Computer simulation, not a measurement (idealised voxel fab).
Module name: voxel self aligned vias (process module)
Section shown: cut. Width: 185 nm. Cell size: 5 nm, square.
Bands, listed from the top down, are how a cross-section gets written in this document; the cross-section itself is a grid of square cells, and a band is one or more rows of them.
Top height, bottom height, nm. Materials left to right, width each, nm. Single material + "full width" = fills band edge to edge. "blank" = empty.
The reference from which all heights are counted is 0, the level beneath which the as-received wafer is entirely one material; the lowest band, having no lower bound, proceeds downward and is written after the example "from 0 down".
Read "30..40" as a graded width: first number on top, second number at the bottom, same change between each pair of neighbouring rows.
Basically "left unchanged" means that step didn't change any cell in the cross-section.
What "Closed voids list" gives you is every empty space of 8 cells or more that is cut off from the top. Each appears as width x height at distance, with the distance taken from the left edge and width, height and distance all in nm.
after a step's settings: what the simulator itself notes on the step
overlay nm: mask offset rightward from planned place, masked step; negative means leftward offset.

Steps planned for the process
1: RECEIVE [material Si]
2: CONFORMAL_DEP [material SiO2] [thk nm 10]
3: CONFORMAL_DEP [material SiCN] [thk nm 5]
4: DIRECTIONAL_DEP [material SiO2] [thk nm 25]
5: MASKED_ETCH [tone open] [mask id LINES] [width nm 25] [pitch nm 70] [etch materials SiO2] [depth nm 25] [overlay nm 0]
6: CONFORMAL_DEP [material TiN] [thk nm 5]
7: FILL_DEP [material Ru] [thk nm 10]
8: CMP [height nm 40]
9: SELECTIVE_ETCH [etch materials W Ru TiN] [depth nm 5]
10: FILL_DEP [material SiN] [thk nm 10]
11: CMP [height nm 40]
12: DIRECTIONAL_DEP [material SiO2] [thk nm 20]
13: DIRECTIONAL_DEP [material aC] [thk nm 10]
14: PATTERN [tone open] [mask id VIAS] [material resist] [width nm 45] [thk nm 30] [overlay nm 0]
15: DIRECTIONAL_ETCH [etch materials aC] [depth nm 10]
16: STRIP [etch materials resist]
17: DIRECTIONAL_ETCH [etch materials SiO2] [depth nm 20]
18: DIRECTIONAL_ETCH [etch materials SiN] [depth nm 5]
19: STRIP [etch materials aC]
20: CONFORMAL_DEP [material TiN] [thk nm 5]
21: FILL_DEP [material Ru] [thk nm 10]
22: CMP [height nm 60]
23: CONFORMAL_DEP [material SiCN] [thk nm 5]

The first of a set of two wafers, run to plan

Cross-section of the incoming wafer, state after step 1
* from 0 down  Si full width
* Closed voids list: none

Take a look at the wafer's cross-section after step 2
* from 10 to 0  SiO2 full width
* Below 0, no change.

Take a look at the wafer's cross-section after step 3
* from 15 to 10  SiCN full width
* Below 10, no change.

Take a look at the wafer's cross-section after step 4
* from 40 to 15  SiO2 full width
* Below 15, no change.

Take a look at the wafer's cross-section after step 5
* from 40 to 15  45 of SiO2 / 25 of blank / 45 of SiO2 / 25 of blank / 45 of SiO2
* Below 15, no change.

Take a look at the wafer's cross-section after step 6
* from 45 to 40  50 of TiN / 15 of blank / 55 of TiN / 15 of blank / 50 of TiN
* from 40 to 20  45 of SiO2 / 5 of TiN / 15 of blank / 5 of TiN / 45 of SiO2 / 5 of TiN / 15 of blank / 5 of TiN / 45 of SiO2
* from 20 to 15  45 of SiO2 / 25 of TiN / 45 of SiO2 / 25 of TiN / 45 of SiO2
* Below 15, no change.

Take a look at the wafer's cross-section after step 7
* from 55 to 45  Ru full width
* from 45 to 40  50 of TiN / 15 of Ru / 55 of TiN / 15 of Ru / 50 of TiN
* from 40 to 20  45 of SiO2 / 5 of TiN / 15 of Ru / 5 of TiN / 45 of SiO2 / 5 of TiN / 15 of Ru / 5 of TiN / 45 of SiO2
* Below 20, no change.

Take a look at the wafer's cross-section after step 8
* from 40 to 20  45 of SiO2 / 5 of TiN / 15 of Ru / 5 of TiN / 45 of SiO2 / 5 of TiN / 15 of Ru / 5 of TiN / 45 of SiO2
* Below 20, no change.

Take a look at the wafer's cross-section after step 9
* from 40 to 35  45 of SiO2 / 25 of blank / 45 of SiO2 / 25 of blank / 45 of SiO2
* Below 35, no change.

Take a look at the wafer's cross-section after step 10
* from 50 to 40  SiN full width
* from 40 to 35  45 of SiO2 / 25 of SiN / 45 of SiO2 / 25 of SiN / 45 of SiO2
* Below 35, no change.

Take a look at the wafer's cross-section after step 11
* from 40 to 35  45 of SiO2 / 25 of SiN / 45 of SiO2 / 25 of SiN / 45 of SiO2
* Below 35, no change.

Take a look at the wafer's cross-section after step 12
* from 60 to 40  SiO2 full width
* Below 40, no change.

Take a look at the wafer's cross-section after step 13
* from 70 to 60  aC full width
* Below 60, no change.

Take a look at the wafer's cross-section after step 14
* from 100 to 70  35 of resist / 45 of blank / 105 of resist
* Below 70, no change.

Take a look at the wafer's cross-section after step 15
* from 90 to 70  35 of resist / 45 of blank / 105 of resist
* from 70 to 60  35 of aC / 45 of blank / 105 of aC
* Below 60, no change.

Take a look at the wafer's cross-section after step 16
* from 70 to 60  35 of aC / 45 of blank / 105 of aC
* Below 60, no change.

Take a look at the wafer's cross-section after step 17
* from 70 to 60  35 of aC / 45 of blank / 105 of aC
* from 60 to 40  35 of SiO2 / 45 of blank / 105 of SiO2
* Below 40, no change.

Take a look at the wafer's cross-section after step 18
* from 70 to 60  35 of aC / 45 of blank / 105 of aC
* from 60 to 40  35 of SiO2 / 45 of blank / 105 of SiO2
* from 40 to 35  45 of SiO2 / 25 of blank / 45 of SiO2 / 25 of SiN / 45 of SiO2
* Below 35, no change.

Take a look at the wafer's cross-section after step 19
* from 60 to 40  35 of SiO2 / 45 of blank / 105 of SiO2
* Below 40, no change.

Take a look at the wafer's cross-section after step 20
* from 65 to 60  40 of TiN / 35 of blank / 110 of TiN
* from 60 to 45  35 of SiO2 / 5 of TiN / 35 of blank / 5 of TiN / 105 of SiO2
* from 45 to 40  35 of SiO2 / 15 of TiN / 15 of blank / 15 of TiN / 105 of SiO2
* from 40 to 35  45 of SiO2 / 25 of TiN / 45 of SiO2 / 25 of SiN / 45 of SiO2
* Below 35, no change.

Take a look at the wafer's cross-section after step 21
* from 75 to 65  Ru full width
* from 65 to 60  40 of TiN / 35 of Ru / 110 of TiN
* from 60 to 45  35 of SiO2 / 5 of TiN / 35 of Ru / 5 of TiN / 105 of SiO2
* from 45 to 40  35 of SiO2 / 15 of TiN / 15 of Ru / 15 of TiN / 105 of SiO2
* Below 40, no change.

Take a look at the wafer's cross-section after step 22
* from 60 to 45  35 of SiO2 / 5 of TiN / 35 of Ru / 5 of TiN / 105 of SiO2
* Below 45, no change.

Take a look at the wafer's cross-section after step 23
* from 65 to 60  SiCN full width
* Below 60, no change.

Wafer two. Identical start, identical plan. One mistake in execution. Identical history through step 16

Cross-section of the second wafer when, according to plan, step 17 should have finished
* from 70 to 60  35 of aC / 45 of blank / 105 of aC
* from 60 to 40  35 of SiO2 / 45 of blank / 105 of SiO2
* from 40 to 35  35 of SiO2 / 10 of blank / 25 of SiN / 10 of blank / 35 of SiO2 / 25 of SiN / 45 of SiO2
* from 35 to 20  35 of SiO2 / 10 of blank / 5 of TiN / 15 of Ru / 5 of TiN / 10 of blank / 35 of SiO2 / 5 of TiN / 15 of Ru / 5 of TiN / 45 of SiO2
* Below 20, no change.

Cross-section of the second wafer when, according to plan, step 18 should have finished
* from 70 to 60  35 of aC / 45 of blank / 105 of aC
* from 60 to 40  35 of SiO2 / 45 of blank / 105 of SiO2
* from 40 to 35  35 of SiO2 / 45 of blank / 35 of SiO2 / 25 of SiN / 45 of SiO2
* Below 35, no change.

Cross-section of the second wafer when, according to plan, step 19 should have finished
* from 60 to 40  35 of SiO2 / 45 of blank / 105 of SiO2
* Below 40, no change.

Cross-section of the second wafer when, according to plan, step 20 should have finished
* from 65 to 60  40 of TiN / 35 of blank / 110 of TiN
* from 60 to 40  35 of SiO2 / 5 of TiN / 35 of blank / 5 of TiN / 105 of SiO2
* from 40 to 35  35 of SiO2 / 45 of TiN / 35 of SiO2 / 25 of SiN / 45 of SiO2
* from 35 to 20  35 of SiO2 / 15 of TiN / 15 of Ru / 15 of TiN / 35 of SiO2 / 5 of TiN / 15 of Ru / 5 of TiN / 45 of SiO2
* Below 20, no change.

Cross-section of the second wafer when, according to plan, step 21 should have finished
* from 75 to 65  Ru full width
* from 65 to 60  40 of TiN / 35 of Ru / 110 of TiN
* from 60 to 40  35 of SiO2 / 5 of TiN / 35 of Ru / 5 of TiN / 105 of SiO2
* Below 40, no change.

Cross-section of the second wafer when, according to plan, step 22 should have finished
* from 60 to 40  35 of SiO2 / 5 of TiN / 35 of Ru / 5 of TiN / 105 of SiO2
* Below 40, no change.

Cross-section of the second wafer when, according to plan, step 23 should have finished
* from 65 to 60  SiCN full width
* Below 60, no change.
Which mistake was made when the wafer was run? plan step 17 was twice executed
Wafer comparison, final, in cells, second relative to first, materials more or fewer: +4 Ru | -16 SiO2 | +12 TiN
